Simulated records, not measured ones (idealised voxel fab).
The following process module bears the name voxel self aligned vias.
Cross-sectional view cut (width: 260 nm; square cell size: 5 nm).
Cross-section format: a grid of square cells, given as bands from top to bottom; each band is one or more rows of cells.
Look at the band entry: it leads with the top's height and the bottom's height in nm. Then it lists the materials left to right, with a width in nm for each. The word "edge to edge" on a single material says that material fills the band edge to edge. The word "blank" is empty space.
Heights are reckoned from 0. Under this level, the received wafer is all of one material. The bottommost band is open-ended downward, for example "0 nm and below".
The notation "30 to 40" denotes a width that varies across the rows of cells in the band, beginning at the first number in the top row, finishing at the second number in the bottom row, and changing by an identical amount from each row to the next.
Where the words "stayed the same" appear for a step, the cross-section shows no cell changed by that step; every cell remained as before.
You'll see "Trapped voids" listing empty spaces that have no way open to the top, as long as they're 8 cells or more; the notation is width x height at distance, where the distance is from the left edge, and all of it is in nm.
Past the settings on a step's line: simulator remark, on that step.
overlay nm: how far to the right of its planned place the mask lay on this masked step (negative: to the left).

-- Process steps - plan
1) op RECEIVE | material Si
2) op CONFORMAL_DEP | material SiO2 | thk nm 10
3) op CONFORMAL_DEP | material SiCN | thk nm 5
4) op DIRECTIONAL_DEP | material lowk | thk nm 30
5) op DIRECTIONAL_DEP | material aC | thk nm 15
6) op PATTERN | tone open | mask id LINES | material resist | width nm 20 | pitch nm 60 | thk nm 30 | overlay nm 0
7) op DIRECTIONAL_ETCH | etch materials aC | depth nm 15
8) op STRIP | etch materials resist
9) op DIRECTIONAL_ETCH | etch materials lowk | depth nm 30
10) op STRIP | etch materials aC
11) op CONFORMAL_DEP | material TiN | thk nm 5
12) op FILL_DEP | material Ru | thk nm 5
13) op CMP | height nm 45
14) op SELECTIVE_ETCH | etch materials W Ru TiN | depth nm 5
15) op FILL_DEP | material SiN | thk nm 5
16) op CMP | height nm 45
17) op DIRECTIONAL_DEP | material lowk | thk nm 20
18) op MASKED_ETCH | tone open | mask id VIAS | width nm 40 | pitch nm 60 | etch materials lowk | depth nm 20 | overlay nm 0
19) op MASKED_ETCH | tone open | mask id VIAS | width nm 40 | pitch nm 60 | etch materials SiN | depth nm 5 | overlay nm 0
20) op CONFORMAL_DEP | material TiN | thk nm 5
21) op FILL_DEP | material W | thk nm 5
22) op CMP | height nm 65
23) op CONFORMAL_DEP | material SiN | thk nm 5

-- Here's what the wafer looked like in cross-section when it arrived - that's after step 1
	0 nm and below | Si edge to edge
	Trapped voids: none

-- Sectioned view, first of two wafers, at the close of the module, processed as intended in the plan
	70 nm to 65 nm | SiN edge to edge
	65 nm to 50 nm | 80 nm lowk, 5 nm TiN, 30 nm W, 5 nm TiN, 20 nm lowk, 5 nm TiN, 30 nm W, 5 nm TiN, 80 nm lowk
	50 nm to 45 nm | 80 nm lowk, 15 nm TiN, 10 nm W, 15 nm TiN, 20 nm lowk, 15 nm TiN, 10 nm W, 15 nm TiN, 80 nm lowk
	45 nm to 40 nm | 90 nm lowk, 20 nm TiN, 40 nm lowk, 20 nm TiN, 90 nm lowk
	40 nm to 20 nm | 90 nm lowk, 5 nm TiN, 10 nm Ru, 5 nm TiN, 40 nm lowk, 5 nm TiN, 10 nm Ru, 5 nm TiN, 90 nm lowk
	20 nm to 15 nm | 90 nm lowk, 20 nm TiN, 40 nm lowk, 20 nm TiN, 90 nm lowk
	15 nm to 10 nm | SiCN edge to edge
	10 nm to 0 nm | SiO2 edge to edge
	0 nm and below | Si edge to edge
	Trapped voids: none

-- Wafer two cross-section, module end. Start and plan unchanged from wafer one; one mistake made during the run
	70 nm to 65 nm | SiN edge to edge
	65 nm to 50 nm | 80 nm lowk, 5 nm TiN, 30 nm W, 5 nm TiN, 20 nm lowk, 5 nm TiN, 30 nm W, 5 nm TiN, 80 nm lowk
	50 nm to 45 nm | 80 nm lowk, 15 nm TiN, 10 nm W, 15 nm TiN, 20 nm lowk, 15 nm TiN, 10 nm W, 15 nm TiN, 80 nm lowk
	45 nm to 40 nm | 90 nm lowk, 20 nm TiN, 40 nm lowk, 20 nm TiN, 90 nm lowk
	40 nm to 20 nm | 90 nm lowk, 5 nm TiN, 10 nm Ru, 5 nm TiN, 40 nm lowk, 5 nm TiN, 10 nm Ru, 5 nm TiN, 90 nm lowk
	20 nm to 15 nm | 90 nm lowk, 20 nm TiN, 40 nm lowk, 20 nm TiN, 90 nm lowk
	15 nm to 5 nm | SiO2 edge to edge
	5 nm to 0 nm | SiCN edge to edge
	0 nm and below | Si edge to edge
	Trapped voids: none
Short version of what went wrong: ran 2 and 3 in swapped order versus the plan
Heads up: at the end the two wafers have identical cell counts per material, they're just laid out differently.
